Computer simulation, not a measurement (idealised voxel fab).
Documented hereafter: the process module known as voxel air gaps.
cross-section cut | 235 nm wide | cells 5 nm
How to read a cross-section here: the picture is a grid of square cells, written as bands going from the top down, and any band can span one or more rows of cells. Each band's line starts with the height of the band's top and of its bottom, in nm. Then come its materials from left to right, each with its width in nm. One material with "edge to edge" fills the band from edge to edge. "blank" is empty space. Height is counted from the level 0, under which the received wafer is composed throughout of one material. The lowest of the bands is not closed at the bottom but continues downward, in the notation "0 -> down". Width: "30..40" (first number = top row, second number = bottom row, same change from row to row of cells). "everything unchanged" after a step means that no cell of the cross-section changed. Empty spaces without an open route to the top, at least 8 cells in extent, make up the entry "Sealed internal voids"; each is given as width x height at distance, where the distance is measured from the left edge, and all are in nm. Past the settings on a step's line: simulator remark, on that step. On any step carrying a mask, the "overlay nm" setting, if present on the step's line, tells how far right of its planned place the mask lay; negative values point to the left.

## This section lists the process steps that were planned
1,RECEIVE [material Si]
2,CONFORMAL_DEP [material SiO2] [thk nm 15]
3,CONFORMAL_DEP [material SiN] [thk nm 5]
4,DIRECTIONAL_DEP [material lowk] [thk nm 35]
5,DIRECTIONAL_DEP [material aC] [thk nm 15]
6,PATTERN [tone open] [mask id LINES] [material resist] [width nm 25] [pitch nm 50] [thk nm 30] [overlay nm 0]
7,DIRECTIONAL_ETCH [etch materials aC] [depth nm 15]
8,STRIP [etch materials resist]
9,DIRECTIONAL_ETCH [etch materials lowk] [depth nm 35]
10,STRIP [etch materials aC]
11,CONFORMAL_DEP [material TiN] [thk nm 5]
12,FILL_DEP [material Cu] [thk nm 10]
13,CMP [height nm 55]
14,EPI [material Ru] [thk nm 10]
15,SELECTIVE_ETCH [etch materials lowk] [depth nm 45]
16,CONFORMAL_DEP [material SiCN] [thk nm 5]
The thk nm used in step 16 is not the same on every wafer, whereas the starting condition is; the value printed in the plan is the first wafer's.

## As-received state after step 1, first of several wafers, cross-section
> 0 -> down: Si edge to edge
> Sealed internal voids: none

## Note: the following table is arranged by wafer, a row apiece. Each row reports the end-of-module state: per material, cells gained (+) or cells lost (-) compared with the wafer as received; closed voids follow
thk nm 5; +54 Cu; +54 Ru; +117 SiCN; +47 SiN; +141 SiO2; +51 TiN; Sealed internal voids: 15 x 25 at 85; 15 x 25 at 135
thk nm 10; +54 Cu; +54 Ru; +190 SiCN; +47 SiN; +141 SiO2; +51 TiN; Sealed internal voids: 15 x 25 at 85; 15 x 25 at 135
thk nm 15; +54 Cu; +54 Ru; +263 SiCN; +47 SiN; +141 SiO2; +51 TiN; Sealed internal voids: 15 x 25 at 85; 15 x 25 at 135
thk nm 20; +54 Cu; +54 Ru; +332 SiCN; +47 SiN; +141 SiO2; +51 TiN; Sealed internal voids: 15 x 25 at 85; 15 x 25 at 135
